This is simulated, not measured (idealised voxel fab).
process module | voxel gate over fins
cross-section cut | 180 nm wide | cells 5 nm
A cross-section is a grid of square cells, given in bands from the top down. A band is one or more rows of cells.
Each band's line starts with the height of the band's top and of its bottom, in nm. Then come its materials from left to right, each with its width in nm. One material with "throughout" fills the band from edge to edge. "air" is empty space.
Height 0 is the level under which the wafer as received is all one material. The lowest band goes on downwards, as in "0 down".
A width such as "30 to 40" changes by the same amount from each row of cells to the next, from the band's top row to its bottom row.
"no change" after a step means that no cell of the cross-section changed.
closed voids: empty space of 8 cells or more with no open way to the top, each as width x height at its distance from the left edge, in nm
after a step's settings: what the simulator itself notes on the step
overlay nm, on a step with a mask: how far to the right of its planned place the mask lay; to the left if negative
plan
1 op RECEIVE | material Si
2 op CONFORMAL_DEP | material SiN | thk nm 5
3 op MASKED_ETCH | tone cover | mask id FINS | width nm 15 | pitch nm 55 | etch materials SiN | depth nm 5 | overlay nm 0
4 op MASKED_ETCH | tone cover | mask id FINS | width nm 15 | pitch nm 55 | etch materials Si | depth nm 35 | overlay nm 0
5 op FILL_DEP | material SiO2 | thk nm 15
6 op CMP | height nm 5
7 op MASKED_ETCH | tone open | mask id RAIL | width nm 15 | etch materials SiO2 | depth nm 35 | overlay nm 0
8 op CONFORMAL_DEP | material TiN | thk nm 5
9 op FILL_DEP | material Ru | thk nm 5
10 op CMP | height nm 5
11 op SELECTIVE_ETCH | etch materials W Ru TiN | depth nm 20
12 op FILL_DEP | material SiO2 | thk nm 5
13 op CMP | height nm 5
14 op SELECTIVE_ETCH | etch materials SiO2 | depth nm 15
15 op STRIP | etch materials SiN
16 op CONFORMAL_DEP | material HfO2 | thk nm 5
17 op CONFORMAL_DEP | material TiN | thk nm 5
18 op FILL_DEP | material W | thk nm 10
19 op CMP | height nm 15
20 op CONFORMAL_DEP | material SiCN | thk nm 10
as received, after step 1
  0 down: Si throughout
  closed voids: none
first wafer at the end, as planned
  25 to 15: SiCN throughout
  15 to 10: W throughout
  10 to 5: W 15 | TiN 35 | W 20 | TiN 35 | W 20 | TiN 35 | W 20
  5 to 0: W 15 | TiN 5 | HfO2 25 | TiN 5 | W 20 | TiN 5 | HfO2 25 | TiN 5 | W 20 | TiN 5 | HfO2 25 | TiN 5 | W 20
  0 to -5: TiN 20 | HfO2 5 | Si 15 | HfO2 5 | TiN 30 | HfO2 5 | Si 15 | HfO2 5 | TiN 30 | HfO2 5 | Si 15 | HfO2 5 | TiN 25
  -5 to -10: HfO2 25 | Si 15 | HfO2 40 | Si 15 | HfO2 40 | Si 15 | HfO2 30
  -10 to -15: SiO2 25 | Si 15 | SiO2 40 | Si 15 | SiO2 40 | Si 15 | SiO2 30
  -15 to -25: SiO2 25 | Si 15 | SiO2 10 | TiN 5 | Ru 5 | TiN 5 | SiO2 15 | Si 15 | SiO2 40 | Si 15 | SiO2 30
  -25 to -30: SiO2 25 | Si 15 | SiO2 10 | TiN 15 | SiO2 15 | Si 15 | SiO2 40 | Si 15 | SiO2 30
  -30 to -35: SiO2 25 | Si 15 | SiO2 40 | Si 15 | SiO2 40 | Si 15 | SiO2 30
  -35 down: Si throughout
  closed voids: none
second wafer at the end: like start, like plan, one mistake
  25 to 15: SiCN throughout
  15 to 10: W throughout
  10 to 5: W 15 | TiN 35 | W 20 | TiN 35 | W 20 | TiN 35 | W 20
  5 to 0: W 15 | TiN 5 | HfO2 25 | TiN 5 | W 20 | TiN 5 | HfO2 25 | TiN 5 | W 20 | TiN 5 | HfO2 25 | TiN 5 | W 20
  0 to -5: TiN 20 | HfO2 5 | Si 15 | HfO2 5 | TiN 30 | HfO2 5 | Si 15 | HfO2 5 | TiN 30 | HfO2 5 | Si 15 | HfO2 5 | TiN 25
  -5 to -10: HfO2 25 | Si 15 | HfO2 40 | Si 15 | HfO2 40 | Si 15 | HfO2 30
  -10 to -15: SiO2 25 | Si 15 | SiO2 40 | Si 15 | SiO2 40 | Si 15 | SiO2 30
  -15 to -25: SiO2 25 | Si 15 | SiO2 10 | TiN 5 | Ru 10 | TiN 5 | SiO2 10 | Si 15 | SiO2 40 | Si 15 | SiO2 30
  -25 to -30: SiO2 25 | Si 15 | SiO2 10 | TiN 20 | SiO2 10 | Si 15 | SiO2 40 | Si 15 | SiO2 30
  -30 to -35: SiO2 25 | Si 15 | SiO2 40 | Si 15 | SiO2 40 | Si 15 | SiO2 30
  -35 down: Si throughout
  closed voids: none
what went wrong: step 7 ran as: op MASKED_ETCH | tone open | mask id RAIL | width nm 20 | etch materials SiO2 | depth nm 35 | overlay nm 0
at the end the second wafer has, in cells: 2 more of Ru | 3 fewer of SiO2 | 1 more of TiN
